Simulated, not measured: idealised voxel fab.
process module | voxel wiring stack
cross-section cut | 155 nm wide | cells 5 nm
A cross-section is a grid of square cells, given in bands from the top down. A band is one or more rows of cells.
Each band's line starts with the height of the band's top and of its bottom, in nm. Then come its materials from left to right, each with its width in nm. One material with "throughout" fills the band from edge to edge. "air" is empty space.
Height 0 is the level under which the wafer as received is all one material. The lowest band goes on downwards, as in "0 down".
A width such as "30 to 40" changes by the same amount from each row of cells to the next, from the band's top row to its bottom row.
"no change" after a step means that no cell of the cross-section changed.
closed voids: empty space of 8 cells or more with no open way to the top, each as width x height at its distance from the left edge, in nm
after a step's settings: what the simulator itself notes on the step
overlay nm, on a step with a mask: how far to the right of its planned place the mask lay; to the left if negative
plan
1 op RECEIVE | material Si
2 op CONFORMAL_DEP | material SiO2 | thk nm 15
3 op DIRECTIONAL_DEP | material TiN | thk nm 5
4 op DIRECTIONAL_DEP | material Ru | thk nm 20
5 op PATTERN | tone cover | mask id METAL_1 | material resist | width nm 20 | pitch nm 35 | thk nm 15 | overlay nm 0
6 op DIRECTIONAL_ETCH | etch materials Ru | depth nm 20
7 op DIRECTIONAL_ETCH | etch materials TiN | depth nm 5
8 op STRIP | etch materials resist
9 op CONFORMAL_DEP | material SiN | thk nm 5
10 op FILL_DEP | material SiO2 | thk nm 5
11 op CMP | height nm 40
12 op CONFORMAL_DEP | material SiCN | thk nm 5
13 op DIRECTIONAL_DEP | material SiO2 | thk nm 10
14 op PATTERN | tone open | mask id PLUG_1 | material resist | width nm 15 | pitch nm 70 | thk nm 15 | overlay nm 0
15 op DIRECTIONAL_ETCH | etch materials SiO2 | depth nm 10
16 op DIRECTIONAL_ETCH | etch materials SiCN | depth nm 5
17 op STRIP | etch materials resist
18 op CONFORMAL_DEP | material TiN | thk nm 5
19 op FILL_DEP | material Cu | thk nm 5
20 op CMP | height nm 55
21 op CONFORMAL_DEP | material SiN | thk nm 5
22 op DIRECTIONAL_DEP | material lowk | thk nm 25
23 op DIRECTIONAL_DEP | material aC | thk nm 15
24 op PATTERN | tone open | mask id METAL_2 | material resist | width nm 20 | pitch nm 35 | thk nm 30 | overlay nm 0
25 op DIRECTIONAL_ETCH | etch materials aC | depth nm 15
26 op STRIP | etch materials resist
27 op DIRECTIONAL_ETCH | etch materials lowk | depth nm 25
28 op DIRECTIONAL_ETCH | etch materials SiN | depth nm 5
29 op STRIP | etch materials aC
30 op CONFORMAL_DEP | material TiN | thk nm 5
31 op FILL_DEP | material Cu | thk nm 10
32 op CMP | height nm 85
33 op EPI | material Ru | thk nm 5
34 op FILL_DEP | material SiCN | thk nm 5
35 op DIRECTIONAL_DEP | material SiO2 | thk nm 20
36 op PATTERN | tone open | mask id PLUG_2 | material resist | width nm 15 | pitch nm 35 | thk nm 15 | overlay nm 0
37 op DIRECTIONAL_ETCH | etch materials SiO2 | depth nm 20
38 op DIRECTIONAL_ETCH | etch materials SiCN | depth nm 5
39 op STRIP | etch materials resist
40 op EPI | material Ru | thk nm 10
41 op EPI | material Ru | thk nm 10
42 op EPI | material Ru | thk nm 5
43 op CONFORMAL_DEP | material SiN | thk nm 5
44 op DIRECTIONAL_DEP | material lowk | thk nm 15
45 op MASKED_ETCH | tone open | mask id METAL_3 | width nm 20 | pitch nm 35 | etch materials lowk | depth nm 15 | overlay nm 0
46 op MASKED_ETCH | tone open | mask id METAL_3 | width nm 20 | pitch nm 35 | etch materials SiN | depth nm 5 | overlay nm 0
47 op CONFORMAL_DEP | material TiN | thk nm 5
48 op FILL_DEP | material Cu | thk nm 5
49 op CMP | height nm 135
50 op CONFORMAL_DEP | material SiN | thk nm 5
as received, after step 1
  0 down: Si throughout
  closed voids: none
a wafer at the end: this start, this plan, one mistake
  140 to 135: SiN throughout
  135 to 120: lowk 35 | TiN 5 | Cu 5 | TiN 5 | lowk 20 | TiN 5 | Cu 5 | TiN 5 | lowk 20 | TiN 5 | Cu 5 | TiN 5 | lowk 35
  120 to 115: SiN 35 | TiN 15 | SiN 20 | TiN 15 | SiN 20 | TiN 15 | SiN 35
  115 to 95: SiO2 30 | Ru 15 | SiO2 20 | Ru 15 | SiO2 20 | Ru 15 | SiO2 40
  95 to 85: SiCN 30 to 25 | Ru 15 to 30 | SiCN 20 to 5 | Ru 15 to 30 | SiCN 20 to 5 | Ru 15 to 30 | SiCN 40 to 30
  85 to 60: lowk 30 | TiN 5 | Cu 10 | TiN 5 | lowk 15 | TiN 5 | Cu 10 | TiN 5 | lowk 15 | TiN 5 | Cu 10 | TiN 5 | lowk 35
  60 to 55: SiN 30 | TiN 20 | SiN 15 | TiN 20 | SiN 15 | TiN 20 | SiN 35
  55 to 45: SiO2 30 | TiN 5 | Cu 5 | TiN 5 | SiO2 55 | TiN 5 | Cu 5 | TiN 5 | SiO2 40
  45 to 40: SiCN 30 | TiN 15 | SiCN 55 | TiN 15 | SiCN 40
  40 to 20: SiO2 25 | SiN 5 | Ru 20 | SiN 5 | SiO2 5 | SiN 5 | Ru 20 | SiN 5 | SiO2 5 | SiN 5 | Ru 20 | SiN 5 | SiO2 30
  20 to 15: SiN 30 | TiN 20 | SiN 15 | TiN 20 | SiN 15 | TiN 20 | SiN 35
  15 to 0: SiO2 throughout
  0 down: Si throughout
  closed voids: none
what went wrong: step 45 ran as: op MASKED_ETCH | tone open | mask id METAL_3 | width nm 15 | pitch nm 35 | etch materials lowk | depth nm 15 | overlay nm 0
